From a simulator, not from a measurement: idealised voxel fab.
Process module in this document: voxel plated lines
Square cell edge 5 nm, section width 225 nm, ID cut.
We lay out every cross-section as a grid of square cells and spell it out in bands from the top down, where one band means one or more rows of cells. Top height, bottom height, nm. Materials left to right, width each, nm. Single material + "throughout" = fills band edge to edge. "empty" = empty. Height 0 is the level under which the wafer as received is all one material. The lowest band goes on downwards, as in "from 0 down". So if you see something like "30..40" for the width, read it as the top row of the band sitting at the first number and the bottom row at the second, with every row in between moving by the same amount as the last. "no modification", as given for a step, is the statement that not any cell of the cross-section underwent a change during that step. Each empty space that has no open way to the top and spans at least 8 cells appears under "Trapped voids" as width x height at distance, the distance counted from the left edge, all in nm. Whatever follows a step's settings on its line is a remark the simulator itself makes about that step. What "overlay nm" on a step's line means: if the step has a mask, that mask lay this far to the right of its planned place, or, when the value is negative, to the left.
Set out below are the planned steps of the process:
1) RECEIVE [material Si]
2) CONFORMAL_DEP [material Al2O3] [thk nm 10]
3) DIRECTIONAL_DEP [material TiN] [thk nm 5]
4) PATTERN [tone open] [mask id LINES] [material resist] [width nm 25] [pitch nm 55] [thk nm 15] [overlay nm 0]
5) EPI [material Ru] [thk nm 10]
6) STRIP [etch materials resist]
7) DIRECTIONAL_ETCH [etch materials TiN] [depth nm 5]
8) CONFORMAL_DEP [material SiO2] [thk nm 10]
Cross-section of the wafer as it came to us, i.e., already through step 1:
- from 0 down | Si throughout
- Trapped voids: none
Cross-section taken at module completion on the first of two wafers; processed per the plan:
- from 35 to 25 | empty: 60 / SiO2: 45 / empty: 10 / SiO2: 45 / empty: 65
- from 25 to 20 | empty: 60 / SiO2: 10 / Ru: 25 / SiO2: 10 / empty: 10 / SiO2: 10 / Ru: 25 / SiO2: 10 / empty: 65
- from 20 to 15 | SiO2: 70 / Ru: 25 / SiO2: 30 / Ru: 25 / SiO2: 75
- from 15 to 10 | SiO2: 70 / TiN: 25 / SiO2: 30 / TiN: 25 / SiO2: 75
- from 10 to 0 | Al2O3 throughout
- from 0 down | Si throughout
- Trapped voids: none
Second wafer through the module, sectioned at the end: same beginning and same plan as the first wafer, with one mistake in carrying it out:
- from 35 to 25 | empty: 55 / SiO2: 110 / empty: 60
- from 25 to 20 | empty: 55 / SiO2: 10 / Ru: 35 / SiO2: 20 / Ru: 35 / SiO2: 10 / empty: 60
- from 20 to 15 | SiO2: 65 / Ru: 35 / SiO2: 20 / Ru: 35 / SiO2: 70
- from 15 to 10 | SiO2: 65 / TiN: 35 / SiO2: 20 / TiN: 35 / SiO2: 70
- from 10 to 0 | Al2O3 throughout
- from 0 down | Si throughout
- Trapped voids: none
Short version of what went wrong: step 4 went in with a setting other than planned; the actual run was PATTERN [tone open] [mask id LINES] [material resist] [width nm 35] [pitch nm 55] [thk nm 15] [overlay nm 0]
Per the end-of-run cell counts, the second wafer holds more or fewer of some materials than the first: 8 more of Ru, 4 more of TiN
